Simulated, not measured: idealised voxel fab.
Proc. module: voxel wiring stack
FYI the section here is cut, 260 nm wide, cells are 5 nm squares.
Format of a cross-section: grid, square cells. Given as bands. Order: top down. Band: one or more rows of cells. Top, bottom (nm), then materials left to right with widths (nm); lone material tagged "throughout" fills the whole band edge to edge; "empty" = empty space. Below 0: as-received wafer, all one material; heights counted from there. Lowest band: no bottom, goes on down, written "0 and below". It should be noted that a width expressed as "30 to 40" varies in equal increments from row to row of cells within the band, taking the value of the first number at the top row and that of the second number at the bottom row. Where the words "same as before" appear for a step, the cross-section shows no cell changed by that step; every cell remained as before. "Enclosed voids" means: voids of 8 cells or more that are shut off from the top with no open way through. Written width x height at distance, distance from the left edge, in nm. Step line, after settings: the simulator's comment on this step. Steps that use a mask can have "overlay nm" on their line. It says how far the mask sat to the right of where it was meant to be. Negative means to the left.
# Planned step list for the process
step 1: RECEIVE,material Si
step 2: CONFORMAL_DEP,material SiO2,thk nm 15
step 3: CONFORMAL_DEP,material SiCN,thk nm 5
step 4: DIRECTIONAL_DEP,material lowk,thk nm 15
step 5: DIRECTIONAL_DEP,material aC,thk nm 10
step 6: PATTERN,tone open,mask id METAL_1,material resist,width nm 30,pitch nm 45,thk nm 30,overlay nm 0
step 7: DIRECTIONAL_ETCH,etch materials aC,depth nm 10
step 8: STRIP,etch materials resist
step 9: DIRECTIONAL_ETCH,etch materials lowk,depth nm 15
step 10: DIRECTIONAL_ETCH,etch materials SiCN,depth nm 5
step 11: STRIP,etch materials aC
step 12: CONFORMAL_DEP,material TiN,thk nm 5
step 13: FILL_DEP,material Ru,thk nm 10
step 14: CMP,height nm 35
step 15: CONFORMAL_DEP,material SiCN,thk nm 5
step 16: DIRECTIONAL_DEP,material SiO2,thk nm 30
step 17: PATTERN,tone open,mask id METAL_2,material resist,width nm 30,pitch nm 45,thk nm 20,overlay nm 0
step 18: DIRECTIONAL_ETCH,etch materials SiO2,depth nm 20
step 19: STRIP,etch materials resist
step 20: PATTERN,tone open,mask id METAL_2_HOLES,material resist,width nm 15,pitch nm 45,thk nm 20,overlay nm 0
step 21: DIRECTIONAL_ETCH,etch materials SiO2,depth nm 10
step 22: DIRECTIONAL_ETCH,etch materials SiCN,depth nm 5
step 23: STRIP,etch materials resist
step 24: CONFORMAL_DEP,material TiN,thk nm 5
step 25: FILL_DEP,material Cu,thk nm 5
step 26: CMP,height nm 70
step 27: CONFORMAL_DEP,material SiCN,thk nm 5
step 28: DIRECTIONAL_DEP,material lowk,thk nm 30
step 29: DIRECTIONAL_DEP,material aC,thk nm 15
step 30: PATTERN,tone open,mask id METAL_3_HOLES,material resist,width nm 15,pitch nm 45,thk nm 35,overlay nm 0
step 31: DIRECTIONAL_ETCH,etch materials aC,depth nm 15
step 32: STRIP,etch materials resist
step 33: DIRECTIONAL_ETCH,etch materials lowk,depth nm 30
step 34: STRIP,etch materials aC
step 35: MASKED_ETCH,tone open,mask id METAL_3,width nm 30,pitch nm 45,etch materials lowk,depth nm 15,overlay nm 0
step 36: MASKED_ETCH,tone open,mask id METAL_3,width nm 30,pitch nm 45,etch materials SiCN,depth nm 5,overlay nm 0
step 37: CONFORMAL_DEP,material TiN,thk nm 5
step 38: FILL_DEP,material Cu,thk nm 5
step 39: CMP,height nm 105
step 40: CONFORMAL_DEP,material SiCN,thk nm 5
# So this is the incoming wafer in cross-section - it's already been through step 1
  0 and below | Si throughout
  Enclosed voids: none
# The plan above was carried out on the starting structure above with one mistake, and this cross-section shows the wafer at the end of the module
  110 down to 105 | SiCN throughout
  105 down to 95 | lowk (45); TiN (5); Cu (20); TiN (5); lowk (15); TiN (5); Cu (20); TiN (5); lowk (15); TiN (5); Cu (20); TiN (5); lowk (15); TiN (5); Cu (20); TiN (5); lowk (50)
  95 down to 90 | lowk (45); TiN (5); Cu (5); TiN (20); lowk (15); TiN (5); Cu (5); TiN (20); lowk (15); TiN (5); Cu (5); TiN (20); lowk (15); TiN (5); Cu (5); TiN (20); lowk (50)
  90 down to 75 | lowk (45); TiN (5); Cu (5); TiN (5); lowk (30); TiN (5); Cu (5); TiN (5); lowk (30); TiN (5); Cu (5); TiN (5); lowk (30); TiN (5); Cu (5); TiN (5); lowk (65)
  75 down to 70 | SiCN (45); TiN (15); SiCN (30); TiN (15); SiCN (30); TiN (15); SiCN (30); TiN (15); SiCN (65)
  70 down to 65 | Cu throughout
  65 down to 60 | TiN (50); Cu (20); TiN (25); Cu (20); TiN (25); Cu (20); TiN (25); Cu (20); TiN (55)
  60 down to 40 | SiO2 (45); TiN (5); Cu (20); TiN (5); SiO2 (15); TiN (5); Cu (20); TiN (5); SiO2 (15); TiN (5); Cu (20); TiN (5); SiO2 (15); TiN (5); Cu (20); TiN (5); SiO2 (50)
  40 down to 35 | SiCN (45); TiN (30); SiCN (15); TiN (30); SiCN (15); TiN (30); SiCN (15); TiN (30); SiCN (50)
  35 down to 20 | lowk (45); TiN (5); Ru (20); TiN (5); lowk (15); TiN (5); Ru (20); TiN (5); lowk (15); TiN (5); Ru (20); TiN (5); lowk (15); TiN (5); Ru (20); TiN (5); lowk (50)
  20 down to 15 | SiCN (45); TiN (30); SiCN (15); TiN (30); SiCN (15); TiN (30); SiCN (15); TiN (30); SiCN (50)
  15 down to 0 | SiO2 throughout
  0 and below | Si throughout
  Enclosed voids: none
Here's what went sideways: step 20 of the plan: omitted, not performed
